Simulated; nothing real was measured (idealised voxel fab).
The following process module bears the name voxel gate over fins.
For reference, the cross-section in this document is cut, with width 165 nm and square cells of 5 nm.
When this document writes out a cross-section, it uses a grid of square cells and lists it as bands, beginning at the top and moving down, with a band standing for one or more rows of cells.
Band entry format. Leading values: height of top, height of bottom, nm. Remainder: materials in left-to-right order, each with its width in nm. Special words: "all across" on a single material, which then fills the band edge to edge; "blank", empty space.
Height 0 is the level under which the wafer as received is all one material. The lowest band goes on downwards, as in "z 0 and below".
Width "30 to 40": first value at the band's top row of cells, second value at its bottom row, equal change from row to row.
For the purposes of this document, the phrase "no change occurred" attached to a step denotes that no cell within the cross-section was modified by that step.
Any empty space of 8 cells or more lacking an open way to the top shows up in "Closed void list" as width x height at distance, distance from the left edge, in nm.
On a step's line, text after the settings is the simulator commenting on that step.
"overlay nm" on a masked step: distance the mask lay right of its planned place, negative for left.
**These are the steps we planned for the process**
| 1 | op RECEIVE | material Si |
| 2 | op CONFORMAL_DEP | material SiN | thk nm 5 |
| 3 | op PATTERN | tone cover | mask id FINS | material resist | width nm 15 | pitch nm 60 | thk nm 20 | overlay nm 0 |
| 4 | op DIRECTIONAL_ETCH | etch materials SiN | depth nm 5 |
| 5 | op DIRECTIONAL_ETCH | etch materials Si | depth nm 30 |
| 6 | op STRIP | etch materials resist |
| 7 | op OXIDIZE | depth nm 5 |
| 8 | op FILL_DEP | material SiO2 | thk nm 5 |
| 9 | op CMP | height nm 5 |
| 10 | op MASKED_ETCH | tone open | mask id RAIL | width nm 15 | etch materials SiO2 | depth nm 30 | overlay nm 0 |
| 11 | op CONFORMAL_DEP | material TiN | thk nm 5 |
| 12 | op FILL_DEP | material W | thk nm 10 |
| 13 | op CMP | height nm 5 |
| 14 | op SELECTIVE_ETCH | etch materials W Ru TiN | depth nm 25 |
| 15 | op FILL_DEP | material SiO2 | thk nm 5 |
| 16 | op CMP | height nm 5 |
| 17 | op SELECTIVE_ETCH | etch materials SiO2 | depth nm 20 |
| 18 | op STRIP | etch materials SiN |
| 19 | op CONFORMAL_DEP | material HfO2 | thk nm 5 |
| 20 | op CONFORMAL_DEP | material TiN | thk nm 5 |
| 21 | op FILL_DEP | material W | thk nm 15 |
| 22 | op CMP | height nm 20 |
| 23 | op CONFORMAL_DEP | material SiN | thk nm 10 |
**On the first of the two wafers: run conducted according to plan**
**As-received state of the wafer in cross-section, equivalent to post-step 1**
  z 0 and below: Si all across
  Closed void list: none
**The following cross-section depicts the wafer upon completion of step 2**
  z 5 to 0: SiN all across
  Heights below 0 show no change.
**The following cross-section depicts the wafer upon completion of step 3**
  z 25 to 5: blank: 15, then resist: 15, then blank: 45, then resist: 15, then blank: 45, then resist: 15, then blank: 15
  Heights below 5 show no change.
**The following cross-section depicts the wafer upon completion of step 4**
  z 25 to 5: blank: 15, then resist: 15, then blank: 45, then resist: 15, then blank: 45, then resist: 15, then blank: 15
  z 5 to 0: blank: 15, then SiN: 15, then blank: 45, then SiN: 15, then blank: 45, then SiN: 15, then blank: 15
  Heights below 0 show no change.
**The following cross-section depicts the wafer upon completion of step 5**
  z 25 to 5: blank: 15, then resist: 15, then blank: 45, then resist: 15, then blank: 45, then resist: 15, then blank: 15
  z 5 to 0: blank: 15, then SiN: 15, then blank: 45, then SiN: 15, then blank: 45, then SiN: 15, then blank: 15
  z 0 to -30: blank: 15, then Si: 15, then blank: 45, then Si: 15, then blank: 45, then Si: 15, then blank: 15
  Heights below -30 show no change.
**The following cross-section depicts the wafer upon completion of step 6**
  z 5 to 0: blank: 15, then SiN: 15, then blank: 45, then SiN: 15, then blank: 45, then SiN: 15, then blank: 15
  Heights below 0 show no change.
**The following cross-section depicts the wafer upon completion of step 7**
  z 5 to 0: blank: 15, then SiN: 15, then blank: 45, then SiN: 15, then blank: 45, then SiN: 15, then blank: 15
  z 0 to -30: blank: 15, then SiO2: 5, then Si: 5, then SiO2: 5, then blank: 45, then SiO2: 5, then Si: 5, then SiO2: 5, then blank: 45, then SiO2: 5, then Si: 5, then SiO2: 5, then blank: 15
  z -30 to -35: SiO2: 20, then Si: 5, then SiO2: 55, then Si: 5, then SiO2: 55, then Si: 5, then SiO2: 20
  Heights below -35 show no change.
**The following cross-section depicts the wafer upon completion of step 8**
  z 10 to 5: SiO2 all across
  z 5 to 0: SiO2: 15, then SiN: 15, then SiO2: 45, then SiN: 15, then SiO2: 45, then SiN: 15, then SiO2: 15
  z 0 to -35: SiO2: 20, then Si: 5, then SiO2: 55, then Si: 5, then SiO2: 55, then Si: 5, then SiO2: 20
  Heights below -35 show no change.
**The following cross-section depicts the wafer upon completion of step 9**
  z 5 to 0: SiO2: 15, then SiN: 15, then SiO2: 45, then SiN: 15, then SiO2: 45, then SiN: 15, then SiO2: 15
  Heights below 0 show no change.
**The following cross-section depicts the wafer upon completion of step 10**
  z 5 to 0: SiO2: 15, then SiN: 15, then SiO2: 15, then blank: 15, then SiO2: 15, then SiN: 15, then SiO2: 45, then SiN: 15, then SiO2: 15
  z 0 to -25: SiO2: 20, then Si: 5, then SiO2: 20, then blank: 15, then SiO2: 20, then Si: 5, then SiO2: 55, then Si: 5, then SiO2: 20
  Heights below -25 show no change.
**The following cross-section depicts the wafer upon completion of step 11**
  z 10 to 5: TiN: 50, then blank: 5, then TiN: 110
  z 5 to 0: SiO2: 15, then SiN: 15, then SiO2: 15, then TiN: 5, then blank: 5, then TiN: 5, then SiO2: 15, then SiN: 15, then SiO2: 45, then SiN: 15, then SiO2: 15
  z 0 to -20: SiO2: 20, then Si: 5, then SiO2: 20, then TiN: 5, then blank: 5, then TiN: 5, then SiO2: 20, then Si: 5, then SiO2: 55, then Si: 5, then SiO2: 20
  z -20 to -25: SiO2: 20, then Si: 5, then SiO2: 20, then TiN: 15, then SiO2: 20, then Si: 5, then SiO2: 55, then Si: 5, then SiO2: 20
  Heights below -25 show no change.
**The following cross-section depicts the wafer upon completion of step 12**
  z 20 to 10: W all across
  z 10 to 5: TiN: 50, then W: 5, then TiN: 110
  z 5 to 0: SiO2: 15, then SiN: 15, then SiO2: 15, then TiN: 5, then W: 5, then TiN: 5, then SiO2: 15, then SiN: 15, then SiO2: 45, then SiN: 15, then SiO2: 15
  z 0 to -20: SiO2: 20, then Si: 5, then SiO2: 20, then TiN: 5, then W: 5, then TiN: 5, then SiO2: 20, then Si: 5, then SiO2: 55, then Si: 5, then SiO2: 20
  Heights below -20 show no change.
**The following cross-section depicts the wafer upon completion of step 13**
  z 5 to 0: SiO2: 15, then SiN: 15, then SiO2: 15, then TiN: 5, then W: 5, then TiN: 5, then SiO2: 15, then SiN: 15, then SiO2: 45, then SiN: 15, then SiO2: 15
  Heights below 0 show no change.
**The following cross-section depicts the wafer upon completion of step 14**
  z 5 to 0: SiO2: 15, then SiN: 15, then SiO2: 15, then blank: 15, then SiO2: 15, then SiN: 15, then SiO2: 45, then SiN: 15, then SiO2: 15
  z 0 to -20: SiO2: 20, then Si: 5, then SiO2: 20, then blank: 15, then SiO2: 20, then Si: 5, then SiO2: 55, then Si: 5, then SiO2: 20
  Heights below -20 show no change.
**The following cross-section depicts the wafer upon completion of step 15**
  z 10 to 5: SiO2 all across
  z 5 to 0: SiO2: 15, then SiN: 15, then SiO2: 45, then SiN: 15, then SiO2: 45, then SiN: 15, then SiO2: 15
  z 0 to -20: SiO2: 20, then Si: 5, then SiO2: 55, then Si: 5, then SiO2: 55, then Si: 5, then SiO2: 20
  Heights below -20 show no change.
**The following cross-section depicts the wafer upon completion of step 16**
  z 5 to 0: SiO2: 15, then SiN: 15, then SiO2: 45, then SiN: 15, then SiO2: 45, then SiN: 15, then SiO2: 15
  Heights below 0 show no change.
**The following cross-section depicts the wafer upon completion of step 17**
  z 5 to 0: blank: 15, then SiN: 15, then blank: 45, then SiN: 15, then blank: 45, then SiN: 15, then blank: 15
  z 0 to -15: blank: 20, then Si: 5, then blank: 55, then Si: 5, then blank: 55, then Si: 5, then blank: 20
  Heights below -15 show no change.
**The following cross-section depicts the wafer upon completion of step 18**
  z 0 to -15: blank: 20, then Si: 5, then blank: 55, then Si: 5, then blank: 55, then Si: 5, then blank: 20
  Heights below -15 show no change.
**The following cross-section depicts the wafer upon completion of step 19**
  z 5 to 0: blank: 15, then HfO2: 15, then blank: 45, then HfO2: 15, then blank: 45, then HfO2: 15, then blank: 15
  z 0 to -10: blank: 15, then HfO2: 5, then Si: 5, then HfO2: 5, then blank: 45, then HfO2: 5, then Si: 5, then HfO2: 5, then blank: 45, then HfO2: 5, then Si: 5, then HfO2: 5, then blank: 15
  z -10 to -15: HfO2: 20, then Si: 5, then HfO2: 55, then Si: 5, then HfO2: 55, then Si: 5, then HfO2: 20
  Heights below -15 show no change.
**The following cross-section depicts the wafer upon completion of step 20**
  z 10 to 5: blank: 10, then TiN: 25, then blank: 35, then TiN: 25, then blank: 35, then TiN: 25, then blank: 10
  z 5 to 0: blank: 10, then TiN: 5, then HfO2: 15, then TiN: 5, then blank: 35, then TiN: 5, then HfO2: 15, then TiN: 5, then blank: 35, then TiN: 5, then HfO2: 15, then TiN: 5, then blank: 10
  z 0 to -5: blank: 10, then TiN: 5, then HfO2: 5, then Si: 5, then HfO2: 5, then TiN: 5, then blank: 35, then TiN: 5, then HfO2: 5, then Si: 5, then HfO2: 5, then TiN: 5, then blank: 35, then TiN: 5, then HfO2: 5, then Si: 5, then HfO2: 5, then TiN: 5, then blank: 10
  z -5 to -10: TiN: 15, then HfO2: 5, then Si: 5, then HfO2: 5, then TiN: 45, then HfO2: 5, then Si: 5, then HfO2: 5, then TiN: 45, then HfO2: 5, then Si: 5, then HfO2: 5, then TiN: 15
  Heights below -10 show no change.
**The following cross-section depicts the wafer upon completion of step 21**
  z 25 to 10: W all across
  z 10 to 5: W: 10, then TiN: 25, then W: 35, then TiN: 25, then W: 35, then TiN: 25, then W: 10
  z 5 to 0: W: 10, then TiN: 5, then HfO2: 15, then TiN: 5, then W: 35, then TiN: 5, then HfO2: 15, then TiN: 5, then W: 35, then TiN: 5, then HfO2: 15, then TiN: 5, then W: 10
  z 0 to -5: W: 10, then TiN: 5, then HfO2: 5, then Si: 5, then HfO2: 5, then TiN: 5, then W: 35, then TiN: 5, then HfO2: 5, then Si: 5, then HfO2: 5, then TiN: 5, then W: 35, then TiN: 5, then HfO2: 5, then Si: 5, then HfO2: 5, then TiN: 5, then W: 10
  Heights below -5 show no change.
**The following cross-section depicts the wafer upon completion of step 22**
  z 20 to 10: W all across
  Heights below 10 show no change.
**The following cross-section depicts the wafer upon completion of step 23**
  z 30 to 20: SiN all across
  Heights below 20 show no change.
**The remaining wafer, second of the two, started like the first and was run to the same plan, except that one mistake was made along the way; the two coincide through step 9, inclusive**
**Second wafer: cross-section at the scheduled end of step 10**
  z 5 to 0: SiO2: 15, then SiN: 15, then SiO2: 20, then blank: 15, then SiO2: 10, then SiN: 15, then SiO2: 45, then SiN: 15, then SiO2: 15
  z 0 to -25: SiO2: 20, then Si: 5, then SiO2: 25, then blank: 15, then SiO2: 15, then Si: 5, then SiO2: 55, then Si: 5, then SiO2: 20
  Heights below -25 show no change.
**Second wafer: cross-section at the scheduled end of step 11**
  z 10 to 5: TiN: 55, then blank: 5, then TiN: 105
  z 5 to 0: SiO2: 15, then SiN: 15, then SiO2: 20, then TiN: 5, then blank: 5, then TiN: 5, then SiO2: 10, then SiN: 15, then SiO2: 45, then SiN: 15, then SiO2: 15
  z 0 to -20: SiO2: 20, then Si: 5, then SiO2: 25, then TiN: 5, then blank: 5, then TiN: 5, then SiO2: 15, then Si: 5, then SiO2: 55, then Si: 5, then SiO2: 20
  z -20 to -25: SiO2: 20, then Si: 5, then SiO2: 25, then TiN: 15, then SiO2: 15, then Si: 5, then SiO2: 55, then Si: 5, then SiO2: 20
  Heights below -25 show no change.
**Second wafer: cross-section at the scheduled end of step 12**
  z 20 to 10: W all across
  z 10 to 5: TiN: 55, then W: 5, then TiN: 105
  z 5 to 0: SiO2: 15, then SiN: 15, then SiO2: 20, then TiN: 5, then W: 5, then TiN: 5, then SiO2: 10, then SiN: 15, then SiO2: 45, then SiN: 15, then SiO2: 15
  z 0 to -20: SiO2: 20, then Si: 5, then SiO2: 25, then TiN: 5, then W: 5, then TiN: 5, then SiO2: 15, then Si: 5, then SiO2: 55, then Si: 5, then SiO2: 20
  Heights below -20 show no change.
**Second wafer: cross-section at the scheduled end of step 13**
  z 5 to 0: SiO2: 15, then SiN: 15, then SiO2: 20, then TiN: 5, then W: 5, then TiN: 5, then SiO2: 10, then SiN: 15, then SiO2: 45, then SiN: 15, then SiO2: 15
  Heights below 0 show no change.
**Second wafer: cross-section at the scheduled end of step 14**
  z 5 to 0: SiO2: 15, then SiN: 15, then SiO2: 20, then blank: 15, then SiO2: 10, then SiN: 15, then SiO2: 45, then SiN: 15, then SiO2: 15
  z 0 to -20: SiO2: 20, then Si: 5, then SiO2: 25, then blank: 15, then SiO2: 15, then Si: 5, then SiO2: 55, then Si: 5, then SiO2: 20
  Heights below -20 show no change.
**Second wafer: cross-section at the scheduled end of step 15**
  z 10 to 5: SiO2 all across
  z 5 to 0: SiO2: 15, then SiN: 15, then SiO2: 45, then SiN: 15, then SiO2: 45, then SiN: 15, then SiO2: 15
  z 0 to -20: SiO2: 20, then Si: 5, then SiO2: 55, then Si: 5, then SiO2: 55, then Si: 5, then SiO2: 20
  Heights below -20 show no change.
**Second wafer: cross-section at the scheduled end of step 16**
  z 5 to 0: SiO2: 15, then SiN: 15, then SiO2: 45, then SiN: 15, then SiO2: 45, then SiN: 15, then SiO2: 15
  Heights below 0 show no change.
**Second wafer: cross-section at the scheduled end of step 17**
  z 5 to 0: blank: 15, then SiN: 15, then blank: 45, then SiN: 15, then blank: 45, then SiN: 15, then blank: 15
  z 0 to -15: blank: 20, then Si: 5, then blank: 55, then Si: 5, then blank: 55, then Si: 5, then blank: 20
  Heights below -15 show no change.
**Second wafer: cross-section at the scheduled end of step 18**
  z 0 to -15: blank: 20, then Si: 5, then blank: 55, then Si: 5, then blank: 55, then Si: 5, then blank: 20
  Heights below -15 show no change.
**Second wafer: cross-section at the scheduled end of step 19**
  z 5 to 0: blank: 15, then HfO2: 15, then blank: 45, then HfO2: 15, then blank: 45, then HfO2: 15, then blank: 15
  z 0 to -10: blank: 15, then HfO2: 5, then Si: 5, then HfO2: 5, then blank: 45, then HfO2: 5, then Si: 5, then HfO2: 5, then blank: 45, then HfO2: 5, then Si: 5, then HfO2: 5, then blank: 15
  z -10 to -15: HfO2: 20, then Si: 5, then HfO2: 55, then Si: 5, then HfO2: 55, then Si: 5, then HfO2: 20
  Heights below -15 show no change.
**Second wafer: cross-section at the scheduled end of step 20**
  z 10 to 5: blank: 10, then TiN: 25, then blank: 35, then TiN: 25, then blank: 35, then TiN: 25, then blank: 10
  z 5 to 0: blank: 10, then TiN: 5, then HfO2: 15, then TiN: 5, then blank: 35, then TiN: 5, then HfO2: 15, then TiN: 5, then blank: 35, then TiN: 5, then HfO2: 15, then TiN: 5, then blank: 10
  z 0 to -5: blank: 10, then TiN: 5, then HfO2: 5, then Si: 5, then HfO2: 5, then TiN: 5, then blank: 35, then TiN: 5, then HfO2: 5, then Si: 5, then HfO2: 5, then TiN: 5, then blank: 35, then TiN: 5, then HfO2: 5, then Si: 5, then HfO2: 5, then TiN: 5, then blank: 10
  z -5 to -10: TiN: 15, then HfO2: 5, then Si: 5, then HfO2: 5, then TiN: 45, then HfO2: 5, then Si: 5, then HfO2: 5, then TiN: 45, then HfO2: 5, then Si: 5, then HfO2: 5, then TiN: 15
  Heights below -10 show no change.
**Second wafer: cross-section at the scheduled end of step 21**
  z 25 to 10: W all across
  z 10 to 5: W: 10, then TiN: 25, then W: 35, then TiN: 25, then W: 35, then TiN: 25, then W: 10
  z 5 to 0: W: 10, then TiN: 5, then HfO2: 15, then TiN: 5, then W: 35, then TiN: 5, then HfO2: 15, then TiN: 5, then W: 35, then TiN: 5, then HfO2: 15, then TiN: 5, then W: 10
  z 0 to -5: W: 10, then TiN: 5, then HfO2: 5, then Si: 5, then HfO2: 5, then TiN: 5, then W: 35, then TiN: 5, then HfO2: 5, then Si: 5, then HfO2: 5, then TiN: 5, then W: 35, then TiN: 5, then HfO2: 5, then Si: 5, then HfO2: 5, then TiN: 5, then W: 10
  Heights below -5 show no change.
**Second wafer: cross-section at the scheduled end of step 22**
  z 20 to 10: W all across
  Heights below 10 show no change.
**Second wafer: cross-section at the scheduled end of step 23**
  z 30 to 20: SiN all across
  Heights below 20 show no change.
Run error: it should be noted that step 10 was executed with settings other than those planned, the operation and settings actually applied being op MASKED_ETCH | tone open | mask id RAIL | width nm 15 | etch materials SiO2 | depth nm 30 | overlay nm 5
The concluding comparison shows that, measured in cells, each material is equally abundant on both wafers, albeit at different positions.
